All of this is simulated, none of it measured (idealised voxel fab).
Module name: voxel ribs on slabs (process module)
In the cross-section labelled cut, the width is 270 nm and each square cell is 5 nm.
A cross-section is written here as square cells arranged in a grid, and it is given in bands from the top down, each band taking up one or more rows of cells. Band: top height; bottom height; in nm. Then, left to right: material with width in nm, for each material. "full width": a single material spanning edge to edge. "blank": empty space. Convention: height 0 is the level below which the wafer, as received, is all one material. The lowest band does not terminate at the bottom but continues downward, represented as "top 0, no bottom". Width: "30->40" (first number = top row, second number = bottom row, same change from row to row of cells). "remained the same" for a step: no cell of the cross-section changed in that step. What "Enclosed empty spaces" gives you is every empty space of 8 cells or more that is cut off from the top. Each appears as width x height at distance, with the distance taken from the left edge and width, height and distance all in nm. Note: text after step settings on the step line = simulator remark on that step. Steps that use a mask can have "overlay nm" on their line. It says how far the mask sat to the right of where it was meant to be. Negative means to the left.
SO HERE'S THE LINEUP OF PROCESS STEPS WE PLANNED
1,RECEIVE: material Si
2,DIRECTIONAL_DEP: material SiO2, thk nm 25
3,DIRECTIONAL_DEP: material SiN, thk nm 20
4,PATTERN: tone cover, mask id RIB, material resist, width nm 15, thk nm 20, overlay nm 0
5,DIRECTIONAL_ETCH: etch materials SiN, depth nm 5
6,STRIP: etch materials resist
7,PATTERN: tone cover, mask id SLAB, material resist, width nm 75, thk nm 20, overlay nm 0
8,DIRECTIONAL_ETCH: etch materials SiN, depth nm 15
9,STRIP: etch materials resist
10,FILL_DEP: material SiO2, thk nm 25
11,CMP: height nm 60
12,DIRECTIONAL_DEP: material W, thk nm 5
13,MASKED_ETCH: tone cover, mask id HEATER, width nm 25, etch materials W, depth nm 5, overlay nm 0
14,CONFORMAL_DEP: material SiO2, thk nm 5
CROSS-SECTION OF THE WAFER UPON ARRIVAL, REPRESENTING THE STATE REACHED AFTER STEP 1
- top 0, no bottom = Si full width
- Enclosed empty spaces: none
THE FIRST OF TWO WAFERS, CROSS-SECTIONED AT THE END OF THE MODULE, WITH THE RUN PROCEEDING AS PLANNED
- top 70, bottom 65 = blank (115) | SiO2 (35) | blank (120)
- top 65, bottom 60 = SiO2 (120) | W (25) | SiO2 (125)
- top 60, bottom 45 = SiO2 full width
- top 45, bottom 40 = SiO2 (125) | SiN (15) | SiO2 (130)
- top 40, bottom 25 = SiO2 (95) | SiN (75) | SiO2 (100)
- top 25, bottom 0 = SiO2 full width
- top 0, no bottom = Si full width
- Enclosed empty spaces: none
CROSS-SECTIONAL VIEW OF THE SECOND OF TWO WAFERS UPON COMPLETION OF THE MODULE. THIS WAFER SHARED ITS STARTING CONDITION AND PROCESS PLAN WITH THE FIRST; ONE ERROR WAS MADE DURING ITS EXECUTION
- top 70, bottom 65 = blank (115) | SiO2 (40) | blank (115)
- top 65, bottom 60 = SiO2 (120) | W (30) | SiO2 (120)
- top 60, bottom 45 = SiO2 full width
- top 45, bottom 40 = SiO2 (125) | SiN (15) | SiO2 (130)
- top 40, bottom 25 = SiO2 (95) | SiN (75) | SiO2 (100)
- top 25, bottom 0 = SiO2 full width
- top 0, no bottom = Si full width
- Enclosed empty spaces: none
Heads up, the wafer didn't run the way we planned it: step 13 ran differently from the plan; actual operation with settings: MASKED_ETCH: tone cover, mask id HEATER, width nm 30, etch materials W, depth nm 5, overlay nm 0
FYI, end of process, the second wafer has more or fewer cells of some materials than the first: 1 more of W
